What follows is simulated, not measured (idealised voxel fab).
Herein follows the process module entitled voxel self aligned vias.
Pictured: cross-section cut, 160 nm wide, on a grid of 5 nm square cells.
A cross-section in this document is a grid of square cells, and it is written down as bands, the top band listed before the ones below it; a band is made up of one or more rows of cells. Read a band's entry like this: the first values are the height of its top and the height of its bottom in nm, and what follows is the sequence of materials from left to right, each with its width in nm. Note that "empty" is empty space, and that a single material marked "everywhere" reaches across the band from edge to edge. Note: height 0 marks the level under which the wafer is uniformly one material as received. Lowest band unbounded below, written "0 down". Width spec "30 to 40" -> top row of cells at first value, bottom row at second value, equal per-row change in between. "identical to before" for a step: no cell of the cross-section changed in that step. The entry "Sealed voids" lists the empty spaces that cover at least 8 cells and have no open path to the top. Each is written as width x height at distance, where the distance is measured from the left edge and all three values are in nm. Anything after a step's settings on that line? It's the simulator's own note about the step. A step's line can hold "overlay nm"; with a mask on that step, the setting says how far right of the planned place the mask lay, while a negative setting says it lay to the left.

# This section lists the process steps that were planned
step 1: RECEIVE [material Si]
step 2: CONFORMAL_DEP [material SiO2] [thk nm 10]
step 3: CONFORMAL_DEP [material SiCN] [thk nm 5]
step 4: DIRECTIONAL_DEP [material SiO2] [thk nm 25]
step 5: PATTERN [tone open] [mask id LINES] [material resist] [width nm 30] [pitch nm 70] [thk nm 20] [overlay nm 0]
step 6: DIRECTIONAL_ETCH [etch materials SiO2] [depth nm 25]
step 7: STRIP [etch materials resist]
step 8: CONFORMAL_DEP [material TiN] [thk nm 5]
step 9: FILL_DEP [material W] [thk nm 10]
step 10: CMP [height nm 40]
step 11: SELECTIVE_ETCH [etch materials W Ru TiN] [depth nm 10]
step 12: FILL_DEP [material SiN] [thk nm 5]
step 13: CMP [height nm 40]
step 14: DIRECTIONAL_DEP [material SiO2] [thk nm 15]
step 15: DIRECTIONAL_DEP [material aC] [thk nm 10]
step 16: PATTERN [tone open] [mask id VIAS] [material resist] [width nm 40] [thk nm 30] [overlay nm 0]
step 17: DIRECTIONAL_ETCH [etch materials aC] [depth nm 10]
step 18: STRIP [etch materials resist]
step 19: DIRECTIONAL_ETCH [etch materials SiO2] [depth nm 15]
step 20: DIRECTIONAL_ETCH [etch materials SiN] [depth nm 10]
step 21: STRIP [etch materials aC]
step 22: CONFORMAL_DEP [material TiN] [thk nm 5]
step 23: FILL_DEP [material Cu] [thk nm 10]
step 24: CMP [height nm 55]
step 25: CONFORMAL_DEP [material SiCN] [thk nm 5]

# Wafer at receipt (post step 1), cross-section
0 down = Si everywhere
Sealed voids: none

# Final wafer profile in cross-section after the module, from the same start and plan as above, with one mistake made during processing
60 to 55 = SiCN everywhere
55 to 45 = 25 of SiO2, 5 of TiN, 30 of Cu, 5 of TiN, 95 of SiO2
45 to 40 = 25 of SiO2, 40 of TiN, 95 of SiO2
40 to 35 = SiCN everywhere
35 to 0 = SiO2 everywhere
0 down = Si everywhere
Sealed voids: none
what went wrong: the executed order of steps 3 and 4 is the reverse of that specified in the plan, each step having taken the other's position
